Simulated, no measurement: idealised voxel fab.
Presented below is a process module, voxel released beams.
Shown is cross-section cut, with a width of 250 nm and square cells of size 5 nm.
Cross-section, as written here: a square-cell grid given band by band from the top down, where a band holds one or more rows of cells.
Band: top and bottom heights (nm) first, top before bottom; then materials from left to right, widths in nm. "edge to edge" marks a sole material filling the band edge to edge. "air" denotes empty space.
All heights in this document are referenced to 0, defined as the level beneath which the wafer, as received, consists entirely of one material. The lowest band is not bounded below; it extends indefinitely downward and is written in the form "0..down".
With a width like "30->40", each row of cells in the band differs from the next by the same amount, the top row carrying the first number and the bottom row the second.
A step reported as "nothing altered" is a step in which no cell of the cross-section changed.
"Closed cavities": empty spaces of 8 cells or more with no open way to the top, each given as width x height at distance, distance from the left edge, all in nm.
Text after the settings on a step's line: the simulator's own remark on that step.
The setting "overlay nm" may be written on the line of a step. When the step uses a mask, the value reports how far to the right of the planned place the mask lay, and a negative value reports that it lay to the left.
plan
1) RECEIVE with material Si
2) CONFORMAL_DEP with material Al2O3, thk nm 5
3) DIRECTIONAL_DEP with material SiO2, thk nm 20
4) PATTERN with tone open, mask id ANCHOR, material resist, width nm 45, thk nm 15, overlay nm 0
5) DIRECTIONAL_ETCH with etch materials SiO2, depth nm 20
6) STRIP with etch materials resist
7) CONFORMAL_DEP with material SiN, thk nm 15
8) DIRECTIONAL_DEP with material aC, thk nm 10
9) PATTERN with tone cover, mask id BEAM, material resist, width nm 105, thk nm 30, overlay nm 0
10) DIRECTIONAL_ETCH with etch materials aC, depth nm 5
11) STRIP with etch materials resist
12) DIRECTIONAL_ETCH with etch materials SiN, depth nm 15
13) STRIP with etch materials aC
14) STRIP with etch materials SiO2
The plan's step 10 depth nm is the first wafer's value; the wafers differ in this setting and start identical.
First of several wafers, received after step 1, in cross-section
    0..down | Si edge to edge
    Closed cavities: none
Wafer cross-section (first of several) - module end, post step 14 (last step)
    40..25 | 90 nm SiN; 15 nm air; 145 nm SiN
    25..20 | 75 nm SiO2; 15 nm SiN; 15 nm air; 15 nm SiN; 130 nm SiO2
    20..5 | 75 nm SiO2; 45 nm SiN; 130 nm SiO2
    5..0 | Al2O3 edge to edge
    0..down | Si edge to edge
    Closed cavities: none
The final wafer, sectioned at module end
    40..25 | 70 nm air; 20 nm SiN; 15 nm air; 70 nm SiN; 75 nm air
    25..20 | 75 nm air; 15 nm SiN; 15 nm air; 15 nm SiN; 130 nm air
    20..5 | 75 nm air; 45 nm SiN; 130 nm air
    5..0 | Al2O3 edge to edge
    0..down | Si edge to edge
    Closed cavities: none
Heads up, this table goes wafer by wafer. A row tells you, at the end of the module, how many cells of each material that wafer has put on (+) or dropped (-) since it was received, and then its closed voids
depth nm 5 | +50 Al2O3 | +174 SiN | +164 SiO2 | Closed cavities: none
depth nm 10 | +50 Al2O3 | +87 SiN | Closed cavities: none
depth nm 15 | +50 Al2O3 | +87 SiN | Closed cavities: none
depth nm 20 | +50 Al2O3 | +87 SiN | Closed cavities: none
depth nm 25 | +50 Al2O3 | +87 SiN | Closed cavities: none
